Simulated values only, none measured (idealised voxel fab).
A process module follows: voxel transistor to metal.
This is section cut - it's 295 nm across, gridded in 5 nm square cells.
In what follows, cross-sections appear as grids of square cells, described through bands that run from the top down, where every band is one or more rows of cells. Look at the band entry: it leads with the top's height and the bottom's height in nm. Then it lists the materials left to right, with a width in nm for each. The word "everywhere" on a single material says that material fills the band edge to edge. The word "air" is empty space. Heights are expressed relative to 0, this being the level below which the as-received wafer comprises one material exclusively. The lowest band is unbounded in the downward direction and is denoted as in "0 nm and below". You'd read "30..40" like this: the band's top row of cells is as wide as the first number, its bottom row is as wide as the second, and going down, every row changes width by the same amount as the row before did. What does "nothing got changed" mean for a step? It means no cell of the cross-section changed in that step. Empty spaces counting at least 8 cells and having no open way to the top are listed in "Sealed-off cavities". The notation width x height at distance is used for each, the distance being from the left edge and all three values in nm. It should be noted that, on the line of a given step, the content following the step's settings is a remark produced by the simulator itself with respect to that step. overlay nm: step with mask; distance mask lay right of planned place; negative value = left of planned place.
Set out below are the planned steps of the process:
- 1: RECEIVE [material Si]
- 2: CONFORMAL_DEP [material SiO2] [thk nm 5]
- 3: CONFORMAL_DEP [material SiN] [thk nm 10]
- 4: DIRECTIONAL_DEP [material aC] [thk nm 10]
- 5: PATTERN [tone cover] [mask id ACTIVE] [material resist] [width nm 95] [pitch nm 120] [thk nm 25] [overlay nm 0]
- 6: DIRECTIONAL_ETCH [etch materials aC] [depth nm 10]
- 7: STRIP [etch materials resist]
- 8: DIRECTIONAL_ETCH [etch materials SiN] [depth nm 10]
- 9: DIRECTIONAL_ETCH [etch materials SiO2] [depth nm 5]
- 10: DIRECTIONAL_ETCH [etch materials Si] [depth nm 30]
- 11: STRIP [etch materials aC]
- 12: FILL_DEP [material SiO2] [thk nm 10]
- 13: CMP [height nm 15]
- 14: SELECTIVE_ETCH [etch materials SiO2] [depth nm 5]
- 15: STRIP [etch materials SiN]
- 16: SELECTIVE_ETCH [etch materials SiO2] [depth nm 5]
- 17: OXIDIZE [depth nm 5]
- 18: DIRECTIONAL_DEP [material polySi] [thk nm 20]
- 19: DIRECTIONAL_DEP [material SiCN] [thk nm 10]
- 20: MASKED_ETCH [tone cover] [mask id GATE] [width nm 25] [pitch nm 120] [etch materials SiCN] [depth nm 20] [overlay nm 0]
- 21: MASKED_ETCH [tone cover] [mask id GATE] [width nm 25] [pitch nm 120] [etch materials polySi] [depth nm 30] [overlay nm 0]
- 22: CONFORMAL_DEP [material SiO2] [thk nm 5]
- 23: DIRECTIONAL_ETCH [etch materials SiO2] [depth nm 5]
- 24: CONFORMAL_DEP [material SiN] [thk nm 5]
- 25: DIRECTIONAL_ETCH [etch materials SiN] [depth nm 5]
- 26: DIRECTIONAL_ETCH [etch materials SiO2] [depth nm 5]
- 27: DIRECTIONAL_ETCH [etch materials Si] [depth nm 15]
- 28: EPI [material nSi] [thk nm 15]
- 29: FILL_DEP [material SiO2] [thk nm 10]
- 30: CMP [height nm 20]
- 31: STRIP [etch materials polySi]
- 32: SELECTIVE_ETCH [etch materials SiO2] [depth nm 5]
- 33: CONFORMAL_DEP [material HfO2] [thk nm 5]
- 34: CONFORMAL_DEP [material TiN] [thk nm 5]
- 35: FILL_DEP [material W] [thk nm 5]
- 36: CMP [height nm 15]
- 37: DIRECTIONAL_DEP [material SiO2] [thk nm 10]
- 38: MASKED_ETCH [tone open] [mask id CONTACT] [width nm 15] [etch materials SiO2] [depth nm 15] [overlay nm 0]
- 39: CONFORMAL_DEP [material TiN] [thk nm 5]
- 40: FILL_DEP [material Ru] [thk nm 10]
- 41: CMP [height nm 25]
- 42: DIRECTIONAL_DEP [material TiN] [thk nm 5]
- 43: DIRECTIONAL_DEP [material Ru] [thk nm 20]
- 44: DIRECTIONAL_DEP [material aC] [thk nm 10]
- 45: PATTERN [tone cover] [mask id METAL_1] [material resist] [width nm 15] [thk nm 30] [overlay nm 0]
- 46: DIRECTIONAL_ETCH [etch materials aC] [depth nm 10]
- 47: STRIP [etch materials resist]
- 48: DIRECTIONAL_ETCH [etch materials Ru] [depth nm 20]
- 49: DIRECTIONAL_ETCH [etch materials TiN] [depth nm 5]
- 50: STRIP [etch materials aC]
- 51: CONFORMAL_DEP [material SiCN] [thk nm 5]
- 52: FILL_DEP [material SiO2] [thk nm 10]
- 53: CMP [height nm 50]
- 54: CONFORMAL_DEP [material SiCN] [thk nm 5]
Cross-section of the incoming wafer, state after step 1:
    0 nm and below = Si everywhere
    Sealed-off cavities: none
First of two wafers at the end of the module, shown in cross-section; run carried out as planned:
    55 nm to 50 nm = SiCN everywhere
    50 nm to 30 nm = SiO2 40 nm / SiCN 5 nm / Ru 15 nm / SiCN 5 nm / SiO2 45 nm / SiCN 5 nm / Ru 15 nm / SiCN 5 nm / SiO2 25 nm / SiCN 5 nm / Ru 15 nm / SiCN 5 nm / SiO2 45 nm / SiCN 5 nm / Ru 15 nm / SiCN 5 nm / SiO2 40 nm
    30 nm to 25 nm = SiCN 45 nm / TiN 15 nm / SiCN 55 nm / TiN 15 nm / SiCN 35 nm / TiN 15 nm / SiCN 55 nm / TiN 15 nm / SiCN 45 nm
    25 nm to 15 nm = SiO2 45 nm / TiN 5 nm / Ru 5 nm / TiN 5 nm / SiO2 55 nm / TiN 5 nm / Ru 5 nm / TiN 5 nm / SiO2 35 nm / TiN 5 nm / Ru 5 nm / TiN 5 nm / SiO2 55 nm / TiN 5 nm / Ru 5 nm / TiN 5 nm / SiO2 45 nm
    15 nm to 10 nm = SiO2 45 nm / TiN 15 nm / SiO2 5 nm / SiN 5 nm / HfO2 5 nm / TiN 5 nm / W 15 nm / TiN 5 nm / HfO2 5 nm / SiN 5 nm / SiO2 5 nm / TiN 15 nm / SiO2 35 nm / TiN 15 nm / SiO2 5 nm / SiN 5 nm / HfO2 5 nm / TiN 5 nm / W 15 nm / TiN 5 nm / HfO2 5 nm / SiN 5 nm / SiO2 5 nm / TiN 15 nm / SiO2 45 nm
    10 nm to 5 nm = SiO2 40 nm / nSi 25 nm / SiN 5 nm / HfO2 5 nm / TiN 5 nm / W 15 nm / TiN 5 nm / HfO2 5 nm / SiN 5 nm / nSi 25 nm / SiO2 25 nm / nSi 25 nm / SiN 5 nm / HfO2 5 nm / TiN 5 nm / W 15 nm / TiN 5 nm / HfO2 5 nm / SiN 5 nm / nSi 25 nm / SiO2 40 nm
    5 nm to 0 nm = SiO2 40 nm / SiN 5 nm / nSi 20 nm / SiN 5 nm / HfO2 5 nm / TiN 25 nm / HfO2 5 nm / SiN 5 nm / nSi 20 nm / SiN 5 nm / SiO2 25 nm / SiN 5 nm / nSi 20 nm / SiN 5 nm / HfO2 5 nm / TiN 25 nm / HfO2 5 nm / SiN 5 nm / nSi 20 nm / SiN 5 nm / SiO2 40 nm
    0 nm to -5 nm = SiO2 45 nm / nSi 20 nm / SiO2 5 nm / HfO2 35 nm / SiO2 5 nm / nSi 20 nm / SiO2 35 nm / nSi 20 nm / SiO2 5 nm / HfO2 35 nm / SiO2 5 nm / nSi 20 nm / SiO2 45 nm
    -5 nm to -20 nm = SiO2 40 nm / Si 5 nm / nSi 20 nm / Si 45 nm / nSi 20 nm / Si 5 nm / SiO2 25 nm / Si 5 nm / nSi 20 nm / Si 45 nm / nSi 20 nm / Si 5 nm / SiO2 40 nm
    -20 nm to -30 nm = SiO2 40 nm / Si 95 nm / SiO2 25 nm / Si 95 nm / SiO2 40 nm
    -30 nm and below = Si everywhere
    Sealed-off cavities: none
Wafer two cross-section, module end. Start and plan unchanged from wafer one; one mistake made during the run:
    55 nm to 50 nm = SiCN everywhere
    50 nm to 30 nm = SiO2 40 nm / SiCN 5 nm / Ru 15 nm / SiCN 5 nm / SiO2 45 nm / SiCN 5 nm / Ru 15 nm / SiCN 5 nm / SiO2 25 nm / SiCN 5 nm / Ru 15 nm / SiCN 5 nm / SiO2 45 nm / SiCN 5 nm / Ru 15 nm / SiCN 5 nm / SiO2 40 nm
    30 nm to 25 nm = SiCN 45 nm / TiN 15 nm / SiCN 55 nm / TiN 15 nm / SiCN 35 nm / TiN 15 nm / SiCN 55 nm / TiN 15 nm / SiCN 45 nm
    25 nm to 15 nm = SiO2 45 nm / TiN 5 nm / Ru 5 nm / TiN 5 nm / SiO2 55 nm / TiN 5 nm / Ru 5 nm / TiN 5 nm / SiO2 35 nm / TiN 5 nm / Ru 5 nm / TiN 5 nm / SiO2 55 nm / TiN 5 nm / Ru 5 nm / TiN 5 nm / SiO2 45 nm
    15 nm to 10 nm = SiO2 45 nm / TiN 15 nm / SiO2 55 nm / TiN 15 nm / SiO2 35 nm / TiN 15 nm / SiO2 55 nm / TiN 15 nm / SiO2 45 nm
    10 nm to 5 nm = SiO2 40 nm / nSi 25 nm / SiN 5 nm / SiO2 5 nm / SiCN 25 nm / SiO2 5 nm / SiN 5 nm / nSi 25 nm / SiO2 25 nm / nSi 25 nm / SiN 5 nm / SiO2 5 nm / SiCN 25 nm / SiO2 5 nm / SiN 5 nm / nSi 25 nm / SiO2 40 nm
    5 nm to 0 nm = SiO2 40 nm / SiN 5 nm / nSi 20 nm / SiN 5 nm / SiO2 5 nm / SiCN 25 nm / SiO2 5 nm / SiN 5 nm / nSi 20 nm / SiN 5 nm / SiO2 25 nm / SiN 5 nm / nSi 20 nm / SiN 5 nm / SiO2 5 nm / SiCN 25 nm / SiO2 5 nm / SiN 5 nm / nSi 20 nm / SiN 5 nm / SiO2 40 nm
    0 nm to -5 nm = SiO2 45 nm / nSi 20 nm / SiO2 45 nm / nSi 20 nm / SiO2 35 nm / nSi 20 nm / SiO2 45 nm / nSi 20 nm / SiO2 45 nm
    -5 nm to -20 nm = SiO2 40 nm / Si 5 nm / nSi 20 nm / Si 45 nm / nSi 20 nm / Si 5 nm / SiO2 25 nm / Si 5 nm / nSi 20 nm / Si 45 nm / nSi 20 nm / Si 5 nm / SiO2 40 nm
    -20 nm to -30 nm = SiO2 40 nm / Si 95 nm / SiO2 25 nm / Si 95 nm / SiO2 40 nm
    -30 nm and below = Si everywhere
    Sealed-off cavities: none
Run error: plan step 18 never ran because it was skipped
The final cell counts differ between the wafers, with the second having more or fewer of some materials than the first: HfO2 -26; SiCN +20; SiN -4; SiO2 +40; TiN -18; W -12
